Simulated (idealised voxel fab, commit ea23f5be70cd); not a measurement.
process module | voxel trench capacitor
cross-section cut | 220 nm wide | cells 5 nm
A cross-section is a grid of square cells, given in bands from the top down. A band is one or more rows of cells.
Each band's line starts with the height of the band's top and of its bottom, in nm. Then come its materials from left to right, each with its width in nm. One material with "throughout" fills the band from edge to edge. "air" is empty space.
Height 0 is the level under which the wafer as received is all one material. The lowest band goes on downwards, as in "0 down".
A width such as "30 to 40" changes by the same amount from each row of cells to the next, from the band's top row to its bottom row.
"no change" after a step means that no cell of the cross-section changed.
closed voids: empty space of 8 cells or more with no open way to the top, each as width x height at its distance from the left edge, in nm
after a step's settings: what the simulator itself notes on the step
overlay nm, on a step with a mask: how far to the right of its planned place the mask lay; to the left if negative
plan
1 op RECEIVE | material Si
2 op CONFORMAL_DEP | material SiN | thk nm 10
3 op DIRECTIONAL_DEP | material aC | thk nm 15
4 op PATTERN | tone open | mask id TRENCH | material resist | width nm 20 | pitch nm 50 | thk nm 30 | overlay nm 0
5 op DIRECTIONAL_ETCH | etch materials aC | depth nm 15
6 op STRIP | etch materials resist
7 op DIRECTIONAL_ETCH | etch materials SiN | depth nm 10
8 op DIRECTIONAL_ETCH | etch materials Si | depth nm 30
9 op STRIP | etch materials aC
10 op CONFORMAL_DEP | material Al2O3 | thk nm 5
11 op FILL_DEP | material polySi | thk nm 5
12 op CMP | height nm 10
first wafer, as planned
as received, after step 1
  0 down: Si throughout
  closed voids: none
after step 2
  10 to 0: SiN throughout
  below 0: unchanged
after step 3
  25 to 10: aC throughout
  below 10: unchanged
after step 4
  55 to 25: resist 75 | air 20 | resist 30 | air 20 | resist 75
  below 25: unchanged
after step 5
  40 to 25: resist 75 | air 20 | resist 30 | air 20 | resist 75
  25 to 10: aC 75 | air 20 | aC 30 | air 20 | aC 75
  below 10: unchanged
after step 6
  25 to 10: aC 75 | air 20 | aC 30 | air 20 | aC 75
  below 10: unchanged
after step 7
  25 to 10: aC 75 | air 20 | aC 30 | air 20 | aC 75
  10 to 0: SiN 75 | air 20 | SiN 30 | air 20 | SiN 75
  below 0: unchanged
after step 8
  25 to 10: aC 75 | air 20 | aC 30 | air 20 | aC 75
  10 to 0: SiN 75 | air 20 | SiN 30 | air 20 | SiN 75
  0 to -30: Si 75 | air 20 | Si 30 | air 20 | Si 75
  below -30: unchanged
after step 9
  10 to 0: SiN 75 | air 20 | SiN 30 | air 20 | SiN 75
  below 0: unchanged
after step 10
  15 to 10: Al2O3 80 | air 10 | Al2O3 40 | air 10 | Al2O3 80
  10 to 0: SiN 75 | Al2O3 5 | air 10 | Al2O3 5 | SiN 30 | Al2O3 5 | air 10 | Al2O3 5 | SiN 75
  0 to -25: Si 75 | Al2O3 5 | air 10 | Al2O3 5 | Si 30 | Al2O3 5 | air 10 | Al2O3 5 | Si 75
  -25 to -30: Si 75 | Al2O3 20 | Si 30 | Al2O3 20 | Si 75
  below -30: unchanged
after step 11
  20 to 15: polySi throughout
  15 to 10: Al2O3 80 | polySi 10 | Al2O3 40 | polySi 10 | Al2O3 80
  10 to 0: SiN 75 | Al2O3 5 | polySi 10 | Al2O3 5 | SiN 30 | Al2O3 5 | polySi 10 | Al2O3 5 | SiN 75
  0 to -25: Si 75 | Al2O3 5 | polySi 10 | Al2O3 5 | Si 30 | Al2O3 5 | polySi 10 | Al2O3 5 | Si 75
  below -25: unchanged
after step 12
  10 to 0: SiN 75 | Al2O3 5 | polySi 10 | Al2O3 5 | SiN 30 | Al2O3 5 | polySi 10 | Al2O3 5 | SiN 75
  below 0: unchanged
second wafer: like start, like plan, one mistake. Through step 10 it matches the first wafer
when step 11 should have ended
  20 to 15: SiN throughout
  15 to 10: Al2O3 80 | SiN 10 | Al2O3 40 | SiN 10 | Al2O3 80
  10 to 0: SiN 75 | Al2O3 5 | SiN 10 | Al2O3 5 | SiN 30 | Al2O3 5 | SiN 10 | Al2O3 5 | SiN 75
  0 to -25: Si 75 | Al2O3 5 | SiN 10 | Al2O3 5 | Si 30 | Al2O3 5 | SiN 10 | Al2O3 5 | Si 75
  below -25: unchanged
when step 12 should have ended
  10 to 0: SiN 75 | Al2O3 5 | SiN 10 | Al2O3 5 | SiN 30 | Al2O3 5 | SiN 10 | Al2O3 5 | SiN 75
  below 0: unchanged
what went wrong: step 11 ran as: op FILL_DEP | material SiN | thk nm 5
at the end the second wafer has, in cells: 28 more of SiN | 28 fewer of polySi
